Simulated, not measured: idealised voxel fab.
Title: Process Module voxel transistor to metal
The figure presents cross-section cut, which has a width of 200 nm and is divided into square cells with an edge length of 5 nm.
Cross-sections here: square-cell grids, written as top-down lists of bands, a band being one or more rows of cells.
Per band: top height and bottom height in nm, followed by the left-to-right materials and their widths in nm; "everywhere" marks a single material spanning edge to edge, "empty" marks empty space.
Below 0: as-received wafer, all one material; heights counted from there. Lowest band: no bottom, goes on down, written "0 down".
The width entry "30..40" should be interpreted row by row: the top row of cells in the band takes the first number, the bottom row takes the second number, and the change between adjacent rows is uniform throughout.
When a step is marked "nothing changed", none of the cells in the cross-section changed during that step.
Closed-off voids of 8+ cells (no open route to the top) go in "Cavities, sealed", written width x height at distance from the left edge, in nm.
On a step's line, text after the settings is the simulator commenting on that step.
overlay nm: step with mask; distance mask lay right of planned place; negative value = left of planned place.

[So here's the lineup of process steps we planned]
1) RECEIVE [material Si]
2) OXIDIZE [depth nm 5]
3) CONFORMAL_DEP [material SiN] [thk nm 10]
4) DIRECTIONAL_DEP [material aC] [thk nm 10]
5) PATTERN [tone cover] [mask id ACTIVE] [material resist] [width nm 115] [thk nm 30] [overlay nm 0]
6) DIRECTIONAL_ETCH [etch materials aC] [depth nm 10]
7) STRIP [etch materials resist]
8) DIRECTIONAL_ETCH [etch materials SiN] [depth nm 10]
9) DIRECTIONAL_ETCH [etch materials SiO2] [depth nm 5]
10) DIRECTIONAL_ETCH [etch materials Si] [depth nm 20]
11) STRIP [etch materials aC]
12) OXIDIZE [depth nm 5]
13) FILL_DEP [material SiO2] [thk nm 5]
14) CMP [height nm 10]
15) SELECTIVE_ETCH [etch materials SiO2] [depth nm 5]
16) STRIP [etch materials SiN]
17) SELECTIVE_ETCH [etch materials SiO2] [depth nm 5]
18) OXIDIZE [depth nm 5]
19) DIRECTIONAL_DEP [material polySi] [thk nm 25]
20) DIRECTIONAL_DEP [material SiCN] [thk nm 15]
21) PATTERN [tone cover] [mask id GATE] [material resist] [width nm 35] [thk nm 15] [overlay nm 0]
22) DIRECTIONAL_ETCH [etch materials SiCN] [depth nm 25]
23) DIRECTIONAL_ETCH [etch materials polySi] [depth nm 35]
24) STRIP [etch materials resist]
25) CONFORMAL_DEP [material SiN] [thk nm 5]
26) DIRECTIONAL_ETCH [etch materials SiN] [depth nm 5]
27) DIRECTIONAL_ETCH [etch materials SiO2] [depth nm 5]
28) DIRECTIONAL_ETCH [etch materials Si] [depth nm 10]
29) EPI [material pSi] [thk nm 15]
30) FILL_DEP [material SiO2] [thk nm 10]
31) CMP [height nm 20]
32) STRIP [etch materials polySi]
33) SELECTIVE_ETCH [etch materials SiO2] [depth nm 5]
34) CONFORMAL_DEP [material HfO2] [thk nm 5]
35) CONFORMAL_DEP [material TiN] [thk nm 5]
36) FILL_DEP [material W] [thk nm 10]
37) CMP [height nm 15]
38) DIRECTIONAL_DEP [material SiO2] [thk nm 10]
39) MASKED_ETCH [tone open] [mask id CONTACT] [width nm 15] [pitch nm 80] [etch materials SiO2] [depth nm 20] [overlay nm 0]
40) CONFORMAL_DEP [material TiN] [thk nm 5]
41) FILL_DEP [material Ru] [thk nm 10]
42) CMP [height nm 25]
43) CONFORMAL_DEP [material SiN] [thk nm 5]
44) DIRECTIONAL_DEP [material SiO2] [thk nm 20]
45) MASKED_ETCH [tone open] [mask id METAL_1] [width nm 15] [pitch nm 80] [etch materials SiO2] [depth nm 20] [overlay nm 0]
46) MASKED_ETCH [tone open] [mask id METAL_1] [width nm 15] [pitch nm 80] [etch materials SiN] [depth nm 5] [overlay nm 0]
47) CONFORMAL_DEP [material TiN] [thk nm 5]
48) FILL_DEP [material Cu] [thk nm 5]
49) CMP [height nm 50]
50) EPI [material Ru] [thk nm 5]
51) FILL_DEP [material SiCN] [thk nm 5]
Wafer-to-wafer difference: depth nm, step 39. Common start. Plan = first wafer's value.

[Here's the first of the wafers in cross-section, just as we got it, i.e. after step 1]
	0 down: Si everywhere
	Cavities, sealed: none

[first wafer at the end, after step 51]
	60 to 55: SiCN everywhere
	55 to 50: SiCN 45 nm, Ru 25 nm, SiCN 55 nm, Ru 25 nm, SiCN 50 nm
	50 to 30: SiO2 50 nm, TiN 5 nm, Cu 5 nm, TiN 5 nm, SiO2 65 nm, TiN 5 nm, Cu 5 nm, TiN 5 nm, SiO2 55 nm
	30 to 25: SiN 50 nm, TiN 15 nm, SiN 65 nm, TiN 15 nm, SiN 55 nm
	25 to 15: SiO2 50 nm, TiN 5 nm, Ru 5 nm, TiN 5 nm, SiO2 65 nm, TiN 5 nm, Ru 5 nm, TiN 5 nm, SiO2 55 nm
	15 to 10: SiO2 50 nm, TiN 5 nm, Ru 5 nm, TiN 5 nm, SiO2 10 nm, SiN 5 nm, HfO2 5 nm, TiN 5 nm, W 15 nm, TiN 5 nm, HfO2 5 nm, SiN 5 nm, SiO2 10 nm, TiN 5 nm, Ru 5 nm, TiN 5 nm, SiO2 55 nm
	10 to 5: SiO2 50 nm, TiN 15 nm, SiO2 10 nm, SiN 5 nm, HfO2 5 nm, TiN 5 nm, W 15 nm, TiN 5 nm, HfO2 5 nm, SiN 5 nm, SiO2 10 nm, TiN 15 nm, SiO2 55 nm
	5 to 0: SiO2 60 nm, pSi 15 nm, SiN 5 nm, HfO2 5 nm, TiN 5 nm, W 15 nm, TiN 5 nm, HfO2 5 nm, SiN 5 nm, pSi 15 nm, SiO2 65 nm
	0 to -5: SiO2 35 nm, SiN 5 nm, SiO2 20 nm, pSi 15 nm, SiN 5 nm, HfO2 5 nm, TiN 25 nm, HfO2 5 nm, SiN 5 nm, pSi 15 nm, SiO2 20 nm, SiN 5 nm, SiO2 40 nm
	-5 to -10: SiO2 40 nm, pSi 35 nm, HfO2 45 nm, pSi 35 nm, SiO2 45 nm
	-10 to -20: SiO2 45 nm, pSi 30 nm, Si 45 nm, pSi 30 nm, SiO2 50 nm
	-20 to -30: SiO2 45 nm, Si 105 nm, SiO2 50 nm
	-30 down: Si everywhere
	Cavities, sealed: none

[End of module, last wafer sectioned]
	60 to 55: SiCN everywhere
	55 to 50: SiCN 45 nm, Ru 25 nm, SiCN 55 nm, Ru 25 nm, SiCN 50 nm
	50 to 30: SiO2 50 nm, TiN 5 nm, Cu 5 nm, TiN 5 nm, SiO2 65 nm, TiN 5 nm, Cu 5 nm, TiN 5 nm, SiO2 55 nm
	30 to 25: SiN 50 nm, TiN 15 nm, SiN 65 nm, TiN 15 nm, SiN 55 nm
	25 to 15: SiO2 50 nm, TiN 5 nm, Ru 5 nm, TiN 5 nm, SiO2 65 nm, TiN 5 nm, Ru 5 nm, TiN 5 nm, SiO2 55 nm
	15 to 10: SiO2 50 nm, TiN 5 nm, Ru 5 nm, TiN 5 nm, SiO2 10 nm, SiN 5 nm, HfO2 5 nm, TiN 5 nm, W 15 nm, TiN 5 nm, HfO2 5 nm, SiN 5 nm, SiO2 10 nm, TiN 5 nm, Ru 5 nm, TiN 5 nm, SiO2 55 nm
	10 to 5: SiO2 50 nm, TiN 15 nm, SiO2 10 nm, SiN 5 nm, HfO2 5 nm, TiN 5 nm, W 15 nm, TiN 5 nm, HfO2 5 nm, SiN 5 nm, SiO2 10 nm, TiN 15 nm, SiO2 55 nm
	5 to 0: SiO2 50 nm, TiN 10 nm, pSi 15 nm, SiN 5 nm, HfO2 5 nm, TiN 5 nm, W 15 nm, TiN 5 nm, HfO2 5 nm, SiN 5 nm, pSi 15 nm, TiN 10 nm, SiO2 55 nm
	0 to -5: SiO2 35 nm, SiN 5 nm, SiO2 10 nm, TiN 10 nm, pSi 15 nm, SiN 5 nm, HfO2 5 nm, TiN 25 nm, HfO2 5 nm, SiN 5 nm, pSi 15 nm, TiN 10 nm, SiO2 10 nm, SiN 5 nm, SiO2 40 nm
	-5 to -10: SiO2 40 nm, pSi 35 nm, HfO2 45 nm, pSi 35 nm, SiO2 45 nm
	-10 to -20: SiO2 45 nm, pSi 30 nm, Si 45 nm, pSi 30 nm, SiO2 50 nm
	-20 to -30: SiO2 45 nm, Si 105 nm, SiO2 50 nm
	-30 down: Si everywhere
	Cavities, sealed: none

[Below, a row for every wafer. Read it as the end-of-module picture: for each material the wafer shows its cells gained (+) or lost (-) since it was received, and then its closed voids]
depth nm 20; +8 Cu; +17 HfO2; +16 Ru; -180 Si; +70 SiCN; +44 SiN; +395 SiO2; +51 TiN; +9 W; +50 pSi; Cavities, sealed: none
depth nm 25; +8 Cu; +17 HfO2; +16 Ru; -180 Si; +70 SiCN; +44 SiN; +391 SiO2; +55 TiN; +9 W; +50 pSi; Cavities, sealed: none
depth nm 30; +8 Cu; +17 HfO2; +16 Ru; -180 Si; +70 SiCN; +44 SiN; +387 SiO2; +59 TiN; +9 W; +50 pSi; Cavities, sealed: none
depth nm 35; +8 Cu; +17 HfO2; +16 Ru; -180 Si; +70 SiCN; +44 SiN; +387 SiO2; +59 TiN; +9 W; +50 pSi; Cavities, sealed: none
depth nm 40; +8 Cu; +17 HfO2; +16 Ru; -180 Si; +70 SiCN; +44 SiN; +387 SiO2; +59 TiN; +9 W; +50 pSi; Cavities, sealed: none
depth nm 45; +8 Cu; +17 HfO2; +16 Ru; -180 Si; +70 SiCN; +44 SiN; +387 SiO2; +59 TiN; +9 W; +50 pSi; Cavities, sealed: none
